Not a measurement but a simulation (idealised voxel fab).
Process module, titled voxel wiring stack
This is section cut - it's 255 nm across, gridded in 5 nm square cells.
This document writes a cross-section as a grid whose cells are square, and gives it as bands, listed from the top down; one or more rows of cells form a band. Within each band entry, the heights of the top and of the bottom of the band appear first, in that order and in nm; the materials of the band then follow from left to right, each with its corresponding width in nm. The designation "everywhere" on a single material indicates that it fills the band from edge to edge; the designation "blank" indicates empty space. Counting heights begins at 0, where everything beneath is, in the wafer as received, one material. The lowest band has no bottom; it goes on downwards, as "0 -> down" shows. So if you see something like "30..40" for the width, read it as the top row of the band sitting at the first number and the bottom row at the second, with every row in between moving by the same amount as the last. Any step labelled "same as before" changed none of the cells in the cross-section. Basically, "Sealed voids" tells you about the enclosed voids: empty spaces with no open way to the top, 8 cells or bigger, each written width x height at distance, where distance is from the left edge, all in nm. Heads up: the bit after the settings on a step's line is the simulator's remark on that step. overlay nm: step with mask; distance mask lay right of planned place; negative value = left of planned place.
Here's what the planned process steps look like:
1) RECEIVE: material Si
2) CONFORMAL_DEP: material SiO2, thk nm 15
3) CONFORMAL_DEP: material SiN, thk nm 5
4) DIRECTIONAL_DEP: material lowk, thk nm 15
5) DIRECTIONAL_DEP: material aC, thk nm 10
6) PATTERN: tone open, mask id METAL_1, material resist, width nm 20, pitch nm 35, thk nm 25, overlay nm 0
7) DIRECTIONAL_ETCH: etch materials aC, depth nm 10
8) STRIP: etch materials resist
9) DIRECTIONAL_ETCH: etch materials lowk, depth nm 15
10) DIRECTIONAL_ETCH: etch materials SiN, depth nm 5
11) STRIP: etch materials aC
12) CONFORMAL_DEP: material TiN, thk nm 5
13) FILL_DEP: material Cu, thk nm 10
14) CMP: height nm 35
15) CONFORMAL_DEP: material SiCN, thk nm 5
16) DIRECTIONAL_DEP: material lowk, thk nm 30
17) PATTERN: tone open, mask id METAL_2_HOLES, material resist, width nm 15, pitch nm 70, thk nm 15, overlay nm 0
18) DIRECTIONAL_ETCH: etch materials lowk, depth nm 30
19) STRIP: etch materials resist
20) MASKED_ETCH: tone open, mask id METAL_2, width nm 20, pitch nm 35, etch materials lowk, depth nm 20, overlay nm 0
21) MASKED_ETCH: tone open, mask id METAL_2, width nm 20, pitch nm 35, etch materials SiCN, depth nm 5, overlay nm 0
22) CONFORMAL_DEP: material TiN, thk nm 5
23) FILL_DEP: material Cu, thk nm 5
24) CMP: height nm 70
25) CONFORMAL_DEP: material SiN, thk nm 5
As-received wafer cross-section (after step 1):
    0 -> down  Si everywhere
    Sealed voids: none
Cross-section taken at module completion on the first of two wafers; processed per the plan:
    75 -> 70  SiN everywhere
    70 -> 55  lowk: 65 | TiN: 5 | Cu: 10 | TiN: 5 | lowk: 15 | TiN: 5 | Cu: 10 | TiN: 5 | lowk: 15 | TiN: 5 | Cu: 10 | TiN: 5 | lowk: 15 | TiN: 5 | Cu: 10 | TiN: 5 | lowk: 65
    55 -> 50  lowk: 65 | TiN: 5 | Cu: 5 | TiN: 10 | lowk: 15 | TiN: 20 | lowk: 15 | TiN: 5 | Cu: 5 | TiN: 10 | lowk: 15 | TiN: 20 | lowk: 65
    50 -> 40  lowk: 65 | TiN: 5 | Cu: 5 | TiN: 5 | lowk: 55 | TiN: 5 | Cu: 5 | TiN: 5 | lowk: 105
    40 -> 35  SiCN: 65 | TiN: 15 | SiCN: 55 | TiN: 15 | SiCN: 105
    35 -> 20  lowk: 65 | TiN: 5 | Cu: 10 | TiN: 5 | lowk: 15 | TiN: 5 | Cu: 10 | TiN: 5 | lowk: 15 | TiN: 5 | Cu: 10 | TiN: 5 | lowk: 15 | TiN: 5 | Cu: 10 | TiN: 5 | lowk: 65
    20 -> 15  SiN: 65 | TiN: 20 | SiN: 15 | TiN: 20 | SiN: 15 | TiN: 20 | SiN: 15 | TiN: 20 | SiN: 65
    15 -> 0  SiO2 everywhere
    0 -> down  Si everywhere
    Sealed voids: none
This cross-section belongs to the second wafer of two at the end of the module; the start and the plan were shared with the first, and the run included one mistake:
    75 -> 70  SiN everywhere
    70 -> 40  Cu everywhere
    40 -> 35  SiCN everywhere
    35 -> 20  lowk: 65 | TiN: 5 | Cu: 10 | TiN: 5 | lowk: 15 | TiN: 5 | Cu: 10 | TiN: 5 | lowk: 15 | TiN: 5 | Cu: 10 | TiN: 5 | lowk: 15 | TiN: 5 | Cu: 10 | TiN: 5 | lowk: 65
    20 -> 15  SiN: 65 | TiN: 20 | SiN: 15 | TiN: 20 | SiN: 15 | TiN: 20 | SiN: 15 | TiN: 20 | SiN: 65
    15 -> 0  SiO2 everywhere
    0 -> down  Si everywhere
    Sealed voids: none
The mistake made against the process plan was this: planned and actual differ for step 16; actual: DIRECTIONAL_DEP: material Cu, thk nm 30
Final difference in cells, second wafer against first, listed per material as more or fewer: Cu: 276 more | SiCN: 6 more | TiN: 52 fewer | lowk: 230 fewer
